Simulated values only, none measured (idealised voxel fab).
Presented below is a process module, voxel self aligned contacts.
Shown is cross-section cut, with a width of 230 nm and square cells of size 5 nm.
Think of the cross-section as a grid of square cells. We describe it in bands, top to bottom, and each band covers one or more rows of those cells.
Quick guide to a band line: top height, bottom height (nm) up front; then every material left to right with its width in nm. Only one material and it's marked "edge to edge"? Then it fills the band edge to edge. And "empty" just means empty space.
Ref level 0: as-received wafer is one material below here. Bottom band extends down with no lower bound ("z 0 and below").
Top row gets the first number, bottom row gets the second, and each row in between changes by the same step: that is how a band width like "30->40" works.
Where the words "no change" appear for a step, the cross-section shows no cell changed by that step; every cell remained as before.
Heads up: "Closed void roster" only lists the empty pockets with no open path to the top that are 8 cells or more, and it writes them as width x height at distance, distance from the left edge, in nm.
Formally, on a step line, whatever follows the settings is a remark that the simulator itself makes on the step.
You can add "overlay nm" to a step's line. For a step with a mask, it describes how far the mask lay to the right of its planned position, and a negative number describes a lay to the left.
The process steps that were planned are listed below:
1 RECEIVE: material Si
2 OXIDIZE: depth nm 5
3 DIRECTIONAL_DEP: material polySi, thk nm 30
4 DIRECTIONAL_DEP: material SiN, thk nm 20
5 MASKED_ETCH: tone cover, mask id GATE, width nm 30, pitch nm 75, etch materials SiN, depth nm 20, overlay nm 0
6 MASKED_ETCH: tone cover, mask id GATE, width nm 30, pitch nm 75, etch materials polySi, depth nm 30, overlay nm 0
7 CONFORMAL_DEP: material SiN, thk nm 10
8 DIRECTIONAL_ETCH: etch materials SiN, depth nm 10
9 FILL_DEP: material SiO2, thk nm 15
10 CMP: height nm 55
11 DIRECTIONAL_DEP: material aC, thk nm 15
12 PATTERN: tone open, mask id CONTACT, material resist, width nm 55, pitch nm 75, thk nm 35, overlay nm 0
13 DIRECTIONAL_ETCH: etch materials aC, depth nm 15
14 STRIP: etch materials resist
15 DIRECTIONAL_ETCH: etch materials SiO2, depth nm 60
16 STRIP: etch materials aC
17 CONFORMAL_DEP: material TiN, thk nm 5
18 FILL_DEP: material Ru, thk nm 5
19 CMP: height nm 55
20 CONFORMAL_DEP: material SiCN, thk nm 5
Delivered wafer in cross-section: state after step 1:
  z 0 and below: Si edge to edge
  Closed void roster: none
End state of the module in cross-section, given the above starting point and plan and one mistake in execution:
  z 60 to 55: SiCN edge to edge
  z 55 to 50: 50 of SiO2 | 55 of TiN | 20 of SiO2 | 55 of TiN | 50 of SiO2
  z 50 to 30: 35 of SiN | 10 of SiO2 | 65 of SiN | 10 of SiO2 | 65 of SiN | 10 of SiO2 | 35 of SiN
  z 30 to 0: polySi edge to edge
  z 0 to -5: SiO2 edge to edge
  z -5 and below: Si edge to edge
  Closed void roster: none
Deviation noted in wafer processing: contrary to plan, step 5 was performed as MASKED_ETCH: tone open, mask id GATE, width nm 30, pitch nm 75, etch materials SiN, depth nm 20, overlay nm 0
